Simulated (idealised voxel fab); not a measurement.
process module | voxel spacer lines
cross-section cut | 240 nm wide | cells 5 nm
A cross-section is a grid of square cells, given in bands from the top down. A band is one or more rows of cells.
Each band's line starts with the height of the band's top and of its bottom, in nm. Then come its materials from left to right, each with its width in nm. One material with "throughout" fills the band from edge to edge. "air" is empty space.
Height 0 is the level under which the wafer as received is all one material. The lowest band goes on downwards, as in "0 down".
A width such as "30 to 40" changes by the same amount from each row of cells to the next, from the band's top row to its bottom row.
"no change" after a step means that no cell of the cross-section changed.
closed voids: empty space of 8 cells or more with no open way to the top, each as width x height at its distance from the left edge, in nm
after a step's settings: what the simulator itself notes on the step
overlay nm, on a step with a mask: how far to the right of its planned place the mask lay; to the left if negative
plan
1 op RECEIVE | material Si
2 op CONFORMAL_DEP | material Al2O3 | thk nm 10
3 op DIRECTIONAL_DEP | material polySi | thk nm 15
4 op DIRECTIONAL_DEP | material aC | thk nm 25
5 op PATTERN | tone cover | mask id MANDREL | material resist | width nm 25 | pitch nm 70 | thk nm 30 | overlay nm 0
6 op DIRECTIONAL_ETCH | etch materials aC | depth nm 25
7 op STRIP | etch materials resist
8 op CONFORMAL_DEP | material SiN | thk nm 10
9 op DIRECTIONAL_ETCH | etch materials SiN | depth nm 10
10 op STRIP | etch materials aC
11 op DIRECTIONAL_ETCH | etch materials polySi | depth nm 15
12 op STRIP | etch materials SiN
first wafer, as planned
as received, after step 1
  0 down: Si throughout
  closed voids: none
after step 2
  10 to 0: Al2O3 throughout
  below 0: unchanged
after step 3
  25 to 10: polySi throughout
  below 10: unchanged
after step 4
  50 to 25: aC throughout
  below 25: unchanged
after step 5
  80 to 50: air 70 | resist 25 | air 45 | resist 25 | air 75
  below 50: unchanged
after step 6
  55 to 50: air 70 | resist 25 | air 45 | resist 25 | air 75
  50 to 25: air 70 | aC 25 | air 45 | aC 25 | air 75
  below 25: unchanged
after step 7
  50 to 25: air 70 | aC 25 | air 45 | aC 25 | air 75
  below 25: unchanged
after step 8
  60 to 50: air 60 | SiN 45 | air 25 | SiN 45 | air 65
  50 to 35: air 60 | SiN 10 | aC 25 | SiN 10 | air 25 | SiN 10 | aC 25 | SiN 10 | air 65
  35 to 25: SiN 70 | aC 25 | SiN 45 | aC 25 | SiN 75
  below 25: unchanged
after step 9
  50 to 25: air 60 | SiN 10 | aC 25 | SiN 10 | air 25 | SiN 10 | aC 25 | SiN 10 | air 65
  below 25: unchanged
after step 10
  50 to 25: air 60 | SiN 10 | air 25 | SiN 10 | air 25 | SiN 10 | air 25 | SiN 10 | air 65
  below 25: unchanged
after step 11
  50 to 25: air 60 | SiN 10 | air 25 | SiN 10 | air 25 | SiN 10 | air 25 | SiN 10 | air 65
  25 to 10: air 60 | polySi 10 | air 25 | polySi 10 | air 25 | polySi 10 | air 25 | polySi 10 | air 65
  below 10: unchanged
after step 12
  25 to 10: air 60 | polySi 10 | air 25 | polySi 10 | air 25 | polySi 10 | air 25 | polySi 10 | air 65
  below 10: unchanged
second wafer: like start, like plan, one mistake. Through step 4 it matches the first wafer
when step 5 should have ended
  80 to 50: air 75 | resist 15 | air 55 | resist 15 | air 80
  below 50: unchanged
when step 6 should have ended
  55 to 50: air 75 | resist 15 | air 55 | resist 15 | air 80
  50 to 25: air 75 | aC 15 | air 55 | aC 15 | air 80
  below 25: unchanged
when step 7 should have ended
  50 to 25: air 75 | aC 15 | air 55 | aC 15 | air 80
  below 25: unchanged
when step 8 should have ended
  60 to 50: air 65 | SiN 35 | air 35 | SiN 35 | air 70
  50 to 35: air 65 | SiN 10 | aC 15 | SiN 10 | air 35 | SiN 10 | aC 15 | SiN 10 | air 70
  35 to 25: SiN 75 | aC 15 | SiN 55 | aC 15 | SiN 80
  below 25: unchanged
when step 9 should have ended
  50 to 25: air 65 | SiN 10 | aC 15 | SiN 10 | air 35 | SiN 10 | aC 15 | SiN 10 | air 70
  below 25: unchanged
when step 10 should have ended
  50 to 25: air 65 | SiN 10 | air 15 | SiN 10 | air 35 | SiN 10 | air 15 | SiN 10 | air 70
  below 25: unchanged
when step 11 should have ended
  50 to 25: air 65 | SiN 10 | air 15 | SiN 10 | air 35 | SiN 10 | air 15 | SiN 10 | air 70
  25 to 10: air 65 | polySi 10 | air 15 | polySi 10 | air 35 | polySi 10 | air 15 | polySi 10 | air 70
  below 10: unchanged
when step 12 should have ended
  25 to 10: air 65 | polySi 10 | air 15 | polySi 10 | air 35 | polySi 10 | air 15 | polySi 10 | air 70
  below 10: unchanged
what went wrong: step 5 ran as: op PATTERN | tone cover | mask id MANDREL | material resist | width nm 15 | pitch nm 70 | thk nm 30 | overlay nm 0
at the end the second wafer has, in cells: as many of each material as the first, in other places
